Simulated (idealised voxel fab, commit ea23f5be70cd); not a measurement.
Process module, titled voxel gate over fins
FYI the section here is cut, 140 nm wide, cells are 5 nm squares.
Reading order for cross-sections: top band down to bottom band. Underlying form: a grid of square cells. Band size: one or more rows of cells.
The band entry comprises the height of the band's top followed by the height of its bottom, expressed in nm, and subsequently the band's materials from left to right, each stated together with its width in nm. Where a single material is marked with the word "throughout", that material fills the band from edge to edge. The word "air" represents empty space.
All heights in this document are referenced to 0, defined as the level beneath which the wafer, as received, consists entirely of one material. The lowest band is not bounded below; it extends indefinitely downward and is written in the form "z 0 and below".
A width given as "30..40" starts at the first number in the band's top row and ends at the second number in its bottom row, shifting by an equal amount at every step from row to row.
"left unchanged" -> step changed no cross-section cell.
"Entrapped voids" means: voids of 8 cells or more that are shut off from the top with no open way through. Written width x height at distance, distance from the left edge, in nm.
What comes after the settings on a step's line is commentary from the simulator itself on that step.
You can add "overlay nm" to a step's line. For a step with a mask, it describes how far the mask lay to the right of its planned position, and a negative number describes a lay to the left.

Process steps foreseen in the plan:
- 1: RECEIVE [material Si]
- 2: CONFORMAL_DEP [material SiN] [thk nm 5]
- 3: DIRECTIONAL_DEP [material aC] [thk nm 15]
- 4: PATTERN [tone cover] [mask id FINS] [material resist] [width nm 15] [pitch nm 45] [thk nm 30] [overlay nm 0]
- 5: DIRECTIONAL_ETCH [etch materials aC] [depth nm 15]
- 6: STRIP [etch materials resist]
- 7: DIRECTIONAL_ETCH [etch materials SiN] [depth nm 5]
- 8: DIRECTIONAL_ETCH [etch materials Si] [depth nm 40]
- 9: STRIP [etch materials aC]
- 10: FILL_DEP [material SiO2] [thk nm 15]
- 11: CMP [height nm 5]
- 12: SELECTIVE_ETCH [etch materials SiO2] [depth nm 20]
- 13: STRIP [etch materials SiN]
- 14: CONFORMAL_DEP [material HfO2] [thk nm 5]
- 15: CONFORMAL_DEP [material TiN] [thk nm 5]
- 16: FILL_DEP [material W] [thk nm 10]
- 17: CMP [height nm 15]
- 18: CONFORMAL_DEP [material SiCN] [thk nm 5]

On the first of the two wafers: run conducted according to plan:

The cross-section here shows the wafer as received, i.e. in its state after step 1:
> z 0 and below = Si throughout
> Entrapped voids: none

Wafer after step 2 (cross-section):
> z 5 to 0 = SiN throughout
> Whatever lies below 0 is exactly as it was before.

Wafer after step 3 (cross-section):
> z 20 to 5 = aC throughout
> Whatever lies below 5 is exactly as it was before.

Wafer after step 4 (cross-section):
> z 50 to 20 = 40 nm air, then 15 nm resist, then 30 nm air, then 15 nm resist, then 40 nm air
> Whatever lies below 20 is exactly as it was before.

Wafer after step 5 (cross-section):
> z 35 to 20 = 40 nm air, then 15 nm resist, then 30 nm air, then 15 nm resist, then 40 nm air
> z 20 to 5 = 40 nm air, then 15 nm aC, then 30 nm air, then 15 nm aC, then 40 nm air
> Whatever lies below 5 is exactly as it was before.

Wafer after step 6 (cross-section):
> z 20 to 5 = 40 nm air, then 15 nm aC, then 30 nm air, then 15 nm aC, then 40 nm air
> Whatever lies below 5 is exactly as it was before.

Wafer after step 7 (cross-section):
> z 20 to 5 = 40 nm air, then 15 nm aC, then 30 nm air, then 15 nm aC, then 40 nm air
> z 5 to 0 = 40 nm air, then 15 nm SiN, then 30 nm air, then 15 nm SiN, then 40 nm air
> Whatever lies below 0 is exactly as it was before.

Wafer after step 8 (cross-section):
> z 20 to 5 = 40 nm air, then 15 nm aC, then 30 nm air, then 15 nm aC, then 40 nm air
> z 5 to 0 = 40 nm air, then 15 nm SiN, then 30 nm air, then 15 nm SiN, then 40 nm air
> z 0 to -40 = 40 nm air, then 15 nm Si, then 30 nm air, then 15 nm Si, then 40 nm air
> Whatever lies below -40 is exactly as it was before.

Wafer after step 9 (cross-section):
> z 5 to 0 = 40 nm air, then 15 nm SiN, then 30 nm air, then 15 nm SiN, then 40 nm air
> Whatever lies below 0 is exactly as it was before.

Wafer after step 10 (cross-section):
> z 20 to 5 = SiO2 throughout
> z 5 to 0 = 40 nm SiO2, then 15 nm SiN, then 30 nm SiO2, then 15 nm SiN, then 40 nm SiO2
> z 0 to -40 = 40 nm SiO2, then 15 nm Si, then 30 nm SiO2, then 15 nm Si, then 40 nm SiO2
> Whatever lies below -40 is exactly as it was before.

Wafer after step 11 (cross-section):
> z 5 to 0 = 40 nm SiO2, then 15 nm SiN, then 30 nm SiO2, then 15 nm SiN, then 40 nm SiO2
> Whatever lies below 0 is exactly as it was before.

Wafer after step 12 (cross-section):
> z 5 to 0 = 40 nm air, then 15 nm SiN, then 30 nm air, then 15 nm SiN, then 40 nm air
> z 0 to -15 = 40 nm air, then 15 nm Si, then 30 nm air, then 15 nm Si, then 40 nm air
> Whatever lies below -15 is exactly as it was before.

Wafer after step 13 (cross-section):
> z 0 to -15 = 40 nm air, then 15 nm Si, then 30 nm air, then 15 nm Si, then 40 nm air
> Whatever lies below -15 is exactly as it was before.

Wafer after step 14 (cross-section):
> z 5 to 0 = 35 nm air, then 25 nm HfO2, then 20 nm air, then 25 nm HfO2, then 35 nm air
> z 0 to -10 = 35 nm air, then 5 nm HfO2, then 15 nm Si, then 5 nm HfO2, then 20 nm air, then 5 nm HfO2, then 15 nm Si, then 5 nm HfO2, then 35 nm air
> z -10 to -15 = 40 nm HfO2, then 15 nm Si, then 30 nm HfO2, then 15 nm Si, then 40 nm HfO2
> Whatever lies below -15 is exactly as it was before.

Wafer after step 15 (cross-section):
> z 10 to 5 = 30 nm air, then 35 nm TiN, then 10 nm air, then 35 nm TiN, then 30 nm air
> z 5 to 0 = 30 nm air, then 5 nm TiN, then 25 nm HfO2, then 5 nm TiN, then 10 nm air, then 5 nm TiN, then 25 nm HfO2, then 5 nm TiN, then 30 nm air
> z 0 to -5 = 30 nm air, then 5 nm TiN, then 5 nm HfO2, then 15 nm Si, then 5 nm HfO2, then 5 nm TiN, then 10 nm air, then 5 nm TiN, then 5 nm HfO2, then 15 nm Si, then 5 nm HfO2, then 5 nm TiN, then 30 nm air
> z -5 to -10 = 35 nm TiN, then 5 nm HfO2, then 15 nm Si, then 5 nm HfO2, then 20 nm TiN, then 5 nm HfO2, then 15 nm Si, then 5 nm HfO2, then 35 nm TiN
> Whatever lies below -10 is exactly as it was before.

Wafer after step 16 (cross-section):
> z 20 to 10 = W throughout
> z 10 to 5 = 30 nm W, then 35 nm TiN, then 10 nm W, then 35 nm TiN, then 30 nm W
> z 5 to 0 = 30 nm W, then 5 nm TiN, then 25 nm HfO2, then 5 nm TiN, then 10 nm W, then 5 nm TiN, then 25 nm HfO2, then 5 nm TiN, then 30 nm W
> z 0 to -5 = 30 nm W, then 5 nm TiN, then 5 nm HfO2, then 15 nm Si, then 5 nm HfO2, then 5 nm TiN, then 10 nm W, then 5 nm TiN, then 5 nm HfO2, then 15 nm Si, then 5 nm HfO2, then 5 nm TiN, then 30 nm W
> Whatever lies below -5 is exactly as it was before.

Wafer after step 17 (cross-section):
> z 15 to 10 = W throughout
> Whatever lies below 10 is exactly as it was before.

Wafer after step 18 (cross-section):
> z 20 to 15 = SiCN throughout
> Whatever lies below 15 is exactly as it was before.

Wafer two. Same start, same plan, one slip in execution. Same as wafer one through step 9, inclusive:

Cross-sectional view of the second wafer at the intended end time of process step 10:
> z 20 to 5 = aC throughout
> z 5 to 0 = 40 nm aC, then 15 nm SiN, then 30 nm aC, then 15 nm SiN, then 40 nm aC
> z 0 to -40 = 40 nm aC, then 15 nm Si, then 30 nm aC, then 15 nm Si, then 40 nm aC
> Whatever lies below -40 is exactly as it was before.

Cross-sectional view of the second wafer at the intended end time of process step 11:
> z 5 to 0 = 40 nm aC, then 15 nm SiN, then 30 nm aC, then 15 nm SiN, then 40 nm aC
> Whatever lies below 0 is exactly as it was before.

Cross-sectional view of the second wafer at the intended end time of process step 12: left unchanged

Cross-sectional view of the second wafer at the intended end time of process step 13:
> z 5 to 0 = 40 nm aC, then 15 nm air, then 30 nm aC, then 15 nm air, then 40 nm aC
> Whatever lies below 0 is exactly as it was before.

Cross-sectional view of the second wafer at the intended end time of process step 14:
> z 10 to 5 = 45 nm HfO2, then 5 nm air, then 40 nm HfO2, then 5 nm air, then 45 nm HfO2
> z 5 to 0 = 40 nm aC, then 15 nm HfO2, then 30 nm aC, then 15 nm HfO2, then 40 nm aC
> Whatever lies below 0 is exactly as it was before.

Cross-sectional view of the second wafer at the intended end time of process step 15:
> z 15 to 10 = TiN throughout
> z 10 to 5 = 45 nm HfO2, then 5 nm TiN, then 40 nm HfO2, then 5 nm TiN, then 45 nm HfO2
> Whatever lies below 5 is exactly as it was before.

Cross-sectional view of the second wafer at the intended end time of process step 16:
> z 25 to 15 = W throughout
> Whatever lies below 15 is exactly as it was before.

Cross-sectional view of the second wafer at the intended end time of process step 17:
> z 15 to 10 = TiN throughout
> Whatever lies below 10 is exactly as it was before.

Cross-sectional view of the second wafer at the intended end time of process step 18:
> z 20 to 15 = SiCN throughout
> Whatever lies below 15 is exactly as it was before.
What was done differently from what was planned? step 10: run off-plan, actual operation and settings FILL_DEP [material aC] [thk nm 15]
Bottom line after processing is that, in cells, the second wafer is up or down on some materials versus the first: HfO2 -8; SiO2 -110; TiN -10; W -70; aC +198
